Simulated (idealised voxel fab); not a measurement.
process module | voxel wiring stack
cross-section cut | 205 nm wide | cells 5 nm
A cross-section is a grid of square cells, given in bands from the top down. A band is one or more rows of cells.
Each band's line starts with the height of the band's top and of its bottom, in nm. Then come its materials from left to right, each with its width in nm. One material with "throughout" fills the band from edge to edge. "air" is empty space.
Height 0 is the level under which the wafer as received is all one material. The lowest band goes on downwards, as in "0 down".
A width such as "30 to 40" changes by the same amount from each row of cells to the next, from the band's top row to its bottom row.
"no change" after a step means that no cell of the cross-section changed.
closed voids: empty space of 8 cells or more with no open way to the top, each as width x height at its distance from the left edge, in nm
after a step's settings: what the simulator itself notes on the step
overlay nm, on a step with a mask: how far to the right of its planned place the mask lay; to the left if negative
plan
1 op RECEIVE | material Si
2 op CONFORMAL_DEP | material SiO2 | thk nm 15
3 op DIRECTIONAL_DEP | material TiN | thk nm 5
4 op DIRECTIONAL_DEP | material W | thk nm 15
5 op MASKED_ETCH | tone cover | mask id METAL_1 | width nm 25 | pitch nm 55 | etch materials W | depth nm 15 | overlay nm 0
6 op MASKED_ETCH | tone cover | mask id METAL_1 | width nm 25 | pitch nm 55 | etch materials TiN | depth nm 5 | overlay nm 0
7 op CONFORMAL_DEP | material SiCN | thk nm 5
8 op FILL_DEP | material SiO2 | thk nm 10
9 op CMP | height nm 35
10 op CONFORMAL_DEP | material SiCN | thk nm 5
11 op DIRECTIONAL_DEP | material SiO2 | thk nm 20
12 op PATTERN | tone open | mask id PLUG_1 | material resist | width nm 15 | pitch nm 55 | thk nm 15 | overlay nm 0
13 op DIRECTIONAL_ETCH | etch materials SiO2 | depth nm 20
14 op DIRECTIONAL_ETCH | etch materials SiCN | depth nm 5
15 op STRIP | etch materials resist
16 op CONFORMAL_DEP | material TiN | thk nm 5
17 op FILL_DEP | material Cu | thk nm 5
18 op CMP | height nm 60
19 op CONFORMAL_DEP | material SiCN | thk nm 5
20 op DIRECTIONAL_DEP | material lowk | thk nm 15
21 op DIRECTIONAL_DEP | material aC | thk nm 10
22 op PATTERN | tone open | mask id METAL_2 | material resist | width nm 25 | pitch nm 55 | thk nm 25 | overlay nm 0
23 op DIRECTIONAL_ETCH | etch materials aC | depth nm 10
24 op STRIP | etch materials resist
25 op DIRECTIONAL_ETCH | etch materials lowk | depth nm 15
26 op DIRECTIONAL_ETCH | etch materials SiCN | depth nm 5
27 op STRIP | etch materials aC
28 op CONFORMAL_DEP | material TiN | thk nm 5
29 op FILL_DEP | material Cu | thk nm 10
30 op CMP | height nm 80
31 op CONFORMAL_DEP | material SiCN | thk nm 5
32 op DIRECTIONAL_DEP | material SiO2 | thk nm 15
33 op PATTERN | tone open | mask id PLUG_2 | material resist | width nm 15 | pitch nm 55 | thk nm 20 | overlay nm 0
34 op DIRECTIONAL_ETCH | etch materials SiO2 | depth nm 15
35 op DIRECTIONAL_ETCH | etch materials SiCN | depth nm 5
36 op STRIP | etch materials resist
37 op EPI | material Ru | thk nm 10
38 op EPI | material Ru | thk nm 10
39 op CONFORMAL_DEP | material SiCN | thk nm 5
40 op DIRECTIONAL_DEP | material SiO2 | thk nm 20
41 op DIRECTIONAL_DEP | material aC | thk nm 10
42 op PATTERN | tone open | mask id METAL_3 | material resist | width nm 25 | pitch nm 55 | thk nm 25 | overlay nm 0
43 op DIRECTIONAL_ETCH | etch materials aC | depth nm 10
44 op STRIP | etch materials resist
45 op DIRECTIONAL_ETCH | etch materials SiO2 | depth nm 20
46 op DIRECTIONAL_ETCH | etch materials SiCN | depth nm 5
47 op STRIP | etch materials aC
48 op CONFORMAL_DEP | material TiN | thk nm 5
49 op FILL_DEP | material Ru | thk nm 10
50 op CMP | height nm 125
51 op CONFORMAL_DEP | material SiN | thk nm 5
as received, after step 1
  0 down: Si throughout
  closed voids: none
a wafer at the end: this start, this plan, one mistake
  130 to 125: SiN throughout
  125 to 105: SiO2 60 | TiN 5 | Ru 15 | TiN 5 | SiO2 30 | TiN 5 | Ru 15 | TiN 5 | SiO2 65
  105 to 100: SiCN 60 | TiN 25 | SiCN 30 | TiN 25 | SiCN 65
  100 to 85: SiO2 60 | Ru 15 | SiO2 40 | Ru 15 | SiO2 75
  85 to 80: SiCN 60 | Ru 15 | SiCN 40 | Ru 15 | SiCN 75
  80 to 65: lowk 60 | TiN 5 | Cu 15 | TiN 5 | lowk 30 | TiN 5 | Cu 15 | TiN 5 | lowk 65
  65 to 60: SiCN 60 | TiN 25 | SiCN 30 | TiN 25 | SiCN 65
  60 to 40: Cu 55 | TiN 5 | SiO2 15 | TiN 5 | Cu 30 | TiN 5 | SiO2 15 | TiN 5 | Cu 70
  40 to 35: TiN 60 | SiCN 15 | TiN 40 | SiCN 15 | TiN 75
  35 to 20: SiO2 55 | SiCN 5 | W 25 | SiCN 5 | SiO2 20 | SiCN 5 | W 25 | SiCN 5 | SiO2 60
  20 to 15: SiCN 60 | TiN 25 | SiCN 30 | TiN 25 | SiCN 65
  15 to 0: SiO2 throughout
  0 down: Si throughout
  closed voids: none
what went wrong: step 12 ran as: op PATTERN | tone cover | mask id PLUG_1 | material resist | width nm 15 | pitch nm 55 | thk nm 15 | overlay nm 0
